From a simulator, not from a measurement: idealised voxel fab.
Process module under the name voxel ribs on slabs
Square cells of 5 nm make up the cross-section cut, whose width is 285 nm.
If you're reading a cross-section in this doc, picture square cells in a grid; it comes to you as bands, top ones listed first down to the bottom, and a band can be one or more rows of cells.
For a band, the entry starts with two heights in nm, that of the top and then that of the bottom, and carries on with the band's materials in order from left to right, each alongside its width in nm; the word "throughout" beside a single material means it fills the band edge to edge, and "air" means empty space.
The reference from which all heights are counted is 0, the level beneath which the as-received wafer is entirely one material; the lowest band, having no lower bound, proceeds downward and is written after the example "top 0, no bottom".
With a width like "30..40", each row of cells in the band differs from the next by the same amount, the top row carrying the first number and the bottom row the second.
Key: "no alterations made" - step with no changed cell in the cross-section.
Sealed internal cavities: empty space of 8 cells or more with no open way to the top, each as width x height at its distance from the left edge, in nm
after a step's settings: what the simulator itself notes on the step
The "overlay nm" setting may appear on a step's line; for a step that uses a mask, it gives how far to the right of its planned position the mask lay, and a negative value indicates the left.
Planned process steps
- 1: RECEIVE, material Si
- 2: DIRECTIONAL_DEP, material SiO2, thk nm 30
- 3: DIRECTIONAL_DEP, material SiN, thk nm 25
- 4: DIRECTIONAL_DEP, material aC, thk nm 10
- 5: PATTERN, tone cover, mask id RIB, material resist, width nm 30, thk nm 25, overlay nm 0
- 6: DIRECTIONAL_ETCH, etch materials aC, depth nm 10
- 7: STRIP, etch materials resist
- 8: DIRECTIONAL_ETCH, etch materials SiN, depth nm 5
- 9: STRIP, etch materials aC
- 10: MASKED_ETCH, tone cover, mask id SLAB, width nm 60, etch materials SiN, depth nm 20, overlay nm 0
- 11: FILL_DEP, material SiO2, thk nm 25
- 12: CMP, height nm 70
- 13: DIRECTIONAL_DEP, material TiN, thk nm 10
- 14: PATTERN, tone cover, mask id HEATER, material resist, width nm 40, thk nm 20, overlay nm 0
- 15: DIRECTIONAL_ETCH, etch materials TiN, depth nm 10
- 16: STRIP, etch materials resist
- 17: CONFORMAL_DEP, material SiN, thk nm 5
So this is the incoming wafer in cross-section - it's already been through step 1
* top 0, no bottom = Si throughout
* Sealed internal cavities: none
Post-module cross-section of the first of two wafers (run per plan)
* top 85, bottom 80 = air 115 nm / SiN 50 nm / air 120 nm
* top 80, bottom 75 = air 115 nm / SiN 5 nm / TiN 40 nm / SiN 5 nm / air 120 nm
* top 75, bottom 70 = SiN 120 nm / TiN 40 nm / SiN 125 nm
* top 70, bottom 55 = SiO2 throughout
* top 55, bottom 50 = SiO2 125 nm / SiN 30 nm / SiO2 130 nm
* top 50, bottom 30 = SiO2 110 nm / SiN 60 nm / SiO2 115 nm
* top 30, bottom 0 = SiO2 throughout
* top 0, no bottom = Si throughout
* Sealed internal cavities: none
Second wafer of the two, sectioned at the end of the module. It began like the first and followed the same plan, but one mistake was made while running it
* top 85, bottom 80 = air 115 nm / SiN 50 nm / air 120 nm
* top 80, bottom 75 = air 115 nm / SiN 5 nm / TiN 40 nm / SiN 5 nm / air 120 nm
* top 75, bottom 70 = SiN 120 nm / TiN 40 nm / SiN 125 nm
* top 70, bottom 50 = SiO2 throughout
* top 50, bottom 35 = SiN 110 nm / SiO2 60 nm / SiN 115 nm
* top 35, bottom 30 = SiN 110 nm / SiO2 15 nm / SiN 30 nm / SiO2 15 nm / SiN 115 nm
* top 30, bottom 0 = SiO2 throughout
* top 0, no bottom = Si throughout
* Sealed internal cavities: none
Misprocessing identified: off-plan run, step 10, actual operation and settings MASKED_ETCH, tone open, mask id SLAB, width nm 60, etch materials SiN, depth nm 20, overlay nm 0
Looking at both finished wafers in cells, the second ends up ahead of or behind the first on some materials: 132 more of SiN | 132 fewer of SiO2
